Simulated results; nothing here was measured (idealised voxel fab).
process module | voxel spacer lines
cross-section cut | 300 nm wide | cells 5 nm
A cross-section is a grid of square cells, given in bands from the top down. A band is one or more rows of cells.
Each band's line starts with the height of the band's top and of its bottom, in nm. Then come its materials from left to right, each with its width in nm. One material with "throughout" fills the band from edge to edge. "air" is empty space.
Height 0 is the level under which the wafer as received is all one material. The lowest band goes on downwards, as in "0 down".
A width such as "30 to 40" changes by the same amount from each row of cells to the next, from the band's top row to its bottom row.
"no change" after a step means that no cell of the cross-section changed.
closed voids: empty space of 8 cells or more with no open way to the top, each as width x height at its distance from the left edge, in nm
after a step's settings: what the simulator itself notes on the step
overlay nm, on a step with a mask: how far to the right of its planned place the mask lay; to the left if negative
plan
1 op RECEIVE | material Si
2 op CONFORMAL_DEP | material Al2O3 | thk nm 5
3 op DIRECTIONAL_DEP | material W | thk nm 10
4 op DIRECTIONAL_DEP | material aC | thk nm 20
5 op PATTERN | tone cover | mask id MANDREL | material resist | width nm 15 | pitch nm 50 | thk nm 30 | overlay nm 0
6 op DIRECTIONAL_ETCH | etch materials aC | depth nm 20
7 op STRIP | etch materials resist
8 op CONFORMAL_DEP | material SiO2 | thk nm 10
9 op DIRECTIONAL_ETCH | etch materials SiO2 | depth nm 10
10 op STRIP | etch materials aC
11 op DIRECTIONAL_ETCH | etch materials W | depth nm 10
12 op STRIP | etch materials SiO2
13 op FILL_DEP | material SiO2 | thk nm 5
14 op CMP | height nm 15
varied across the wafers: width nm of step 5. The plan shows the first wafer's value. All wafers start alike
first wafer as received, after step 1
  0 down: Si throughout
  closed voids: none
first wafer at the end, after step 14
  15 to 5: SiO2 80 | W 10 | SiO2 15 | W 10 | SiO2 15 | W 10 | SiO2 15 | W 10 | SiO2 15 | W 10 | SiO2 15 | W 10 | SiO2 85
  5 to 0: Al2O3 throughout
  0 down: Si throughout
  closed voids: none
last wafer at the end
  15 to 5: SiO2 75 | W 10 | SiO2 30 | W 20 | SiO2 30 | W 20 | SiO2 30 | W 10 | SiO2 75
  5 to 0: Al2O3 throughout
  0 down: Si throughout
  closed voids: none
each wafer at the end: cells of each material gained (+) or lost (-) since it was received, then its closed voids
width nm 15 | +60 Al2O3 | +96 SiO2 | +24 W | closed voids: none
width nm 20 | +60 Al2O3 | +96 SiO2 | +24 W | closed voids: none
width nm 25 | +60 Al2O3 | +96 SiO2 | +24 W | closed voids: none
width nm 30 | +60 Al2O3 | +96 SiO2 | +24 W | closed voids: none
